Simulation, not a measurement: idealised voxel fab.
Title: Process Module voxel fin reveal
Cross-sectional view cut (width: 200 nm; square cell size: 5 nm).
Cross-section layout: square cells on a grid; listed as bands, top to bottom; a band spans one or more cell rows.
Top height, bottom height, nm. Materials left to right, width each, nm. Single material + "everywhere" = fills band edge to edge. "blank" = empty.
Heights are reckoned from 0. Under this level, the received wafer is all of one material. The bottommost band is open-ended downward, for example "0 -> down".
Read "30..40" as a graded width: first number on top, second number at the bottom, same change between each pair of neighbouring rows.
Basically "no alteration" means that step didn't change any cell in the cross-section.
This entry, "Unvented voids", enumerates those empty regions of no fewer than 8 cells that possess no open connection to the top. Each region is reported in the form width x height at distance, the distance being taken from the left edge, with all three quantities expressed in nm.
Note: text after step settings on the step line = simulator remark on that step.
The optional step-line setting "overlay nm" applies to steps with a mask and quantifies how far to the right of its planned location the mask lay, a negative value indicating leftward placement.

The planned process steps are enumerated hereunder:
1) op RECEIVE | material Si
2) op CONFORMAL_DEP | material SiN | thk nm 5
3) op DIRECTIONAL_DEP | material aC | thk nm 15
4) op PATTERN | tone cover | mask id FINS | material resist | width nm 15 | pitch nm 35 | thk nm 35 | overlay nm 0
5) op DIRECTIONAL_ETCH | etch materials aC | depth nm 15
6) op STRIP | etch materials resist
7) op DIRECTIONAL_ETCH | etch materials SiN | depth nm 5
8) op DIRECTIONAL_ETCH | etch materials Si | depth nm 35
9) op STRIP | etch materials aC
10) op OXIDIZE | depth nm 5
11) op FILL_DEP | material SiO2 | thk nm 15
12) op CMP | height nm 5
13) op SELECTIVE_ETCH | etch materials SiO2 | depth nm 20
14) op STRIP | etch materials SiN
15) op CONFORMAL_DEP | material SiO2 | thk nm 5

First wafer of two (run as planned):

As received (post step 1): cross-section:
	0 -> down  Si everywhere
	Unvented voids: none

Wafer after step 2 (cross-section):
	5 -> 0  SiN everywhere
	Anything lower than 0 is untouched.

Wafer after step 3 (cross-section):
	20 -> 5  aC everywhere
	Anything lower than 5 is untouched.

Wafer after step 4 (cross-section):
	55 -> 20  75 blank; 15 resist; 20 blank; 15 resist; 75 blank
	Anything lower than 20 is untouched.

Wafer after step 5 (cross-section):
	40 -> 20  75 blank; 15 resist; 20 blank; 15 resist; 75 blank
	20 -> 5  75 blank; 15 aC; 20 blank; 15 aC; 75 blank
	Anything lower than 5 is untouched.

Wafer after step 6 (cross-section):
	20 -> 5  75 blank; 15 aC; 20 blank; 15 aC; 75 blank
	Anything lower than 5 is untouched.

Wafer after step 7 (cross-section):
	20 -> 5  75 blank; 15 aC; 20 blank; 15 aC; 75 blank
	5 -> 0  75 blank; 15 SiN; 20 blank; 15 SiN; 75 blank
	Anything lower than 0 is untouched.

Wafer after step 8 (cross-section):
	20 -> 5  75 blank; 15 aC; 20 blank; 15 aC; 75 blank
	5 -> 0  75 blank; 15 SiN; 20 blank; 15 SiN; 75 blank
	0 -> -35  75 blank; 15 Si; 20 blank; 15 Si; 75 blank
	Anything lower than -35 is untouched.

Wafer after step 9 (cross-section):
	5 -> 0  75 blank; 15 SiN; 20 blank; 15 SiN; 75 blank
	Anything lower than 0 is untouched.

Wafer after step 10 (cross-section):
	5 -> 0  75 blank; 15 SiN; 20 blank; 15 SiN; 75 blank
	0 -> -35  75 blank; 5 SiO2; 5 Si; 5 SiO2; 20 blank; 5 SiO2; 5 Si; 5 SiO2; 75 blank
	-35 -> -40  80 SiO2; 5 Si; 30 SiO2; 5 Si; 80 SiO2
	Anything lower than -40 is untouched.

Wafer after step 11 (cross-section):
	20 -> 5  SiO2 everywhere
	5 -> 0  75 SiO2; 15 SiN; 20 SiO2; 15 SiN; 75 SiO2
	0 -> -40  80 SiO2; 5 Si; 30 SiO2; 5 Si; 80 SiO2
	Anything lower than -40 is untouched.

Wafer after step 12 (cross-section):
	5 -> 0  75 SiO2; 15 SiN; 20 SiO2; 15 SiN; 75 SiO2
	Anything lower than 0 is untouched.

Wafer after step 13 (cross-section):
	5 -> 0  75 blank; 15 SiN; 20 blank; 15 SiN; 75 blank
	0 -> -15  80 blank; 5 Si; 30 blank; 5 Si; 80 blank
	Anything lower than -15 is untouched.

Wafer after step 14 (cross-section):
	0 -> -15  80 blank; 5 Si; 30 blank; 5 Si; 80 blank
	Anything lower than -15 is untouched.

Wafer after step 15 (cross-section):
	5 -> 0  75 blank; 15 SiO2; 20 blank; 15 SiO2; 75 blank
	0 -> -10  75 blank; 5 SiO2; 5 Si; 5 SiO2; 20 blank; 5 SiO2; 5 Si; 5 SiO2; 75 blank
	-10 -> -40  80 SiO2; 5 Si; 30 SiO2; 5 Si; 80 SiO2
	Anything lower than -40 is untouched.

Second wafer, same starting conditions and recipe as the first, one mistake in executing it, nothing differs from the first up to and including step 14:

when step 15 should have ended:
	15 -> 0  65 blank; 70 SiO2; 65 blank
	0 -> -40  80 SiO2; 5 Si; 30 SiO2; 5 Si; 80 SiO2
	Anything lower than -40 is untouched.
Heads up, the wafer didn't run the way we planned it: step 15 was run on a setting that differed from the plan, and what really ran there is op CONFORMAL_DEP | material SiO2 | thk nm 15
At the finish, the second wafer shows more or fewer cells for some materials than the first does: SiO2: 104 more
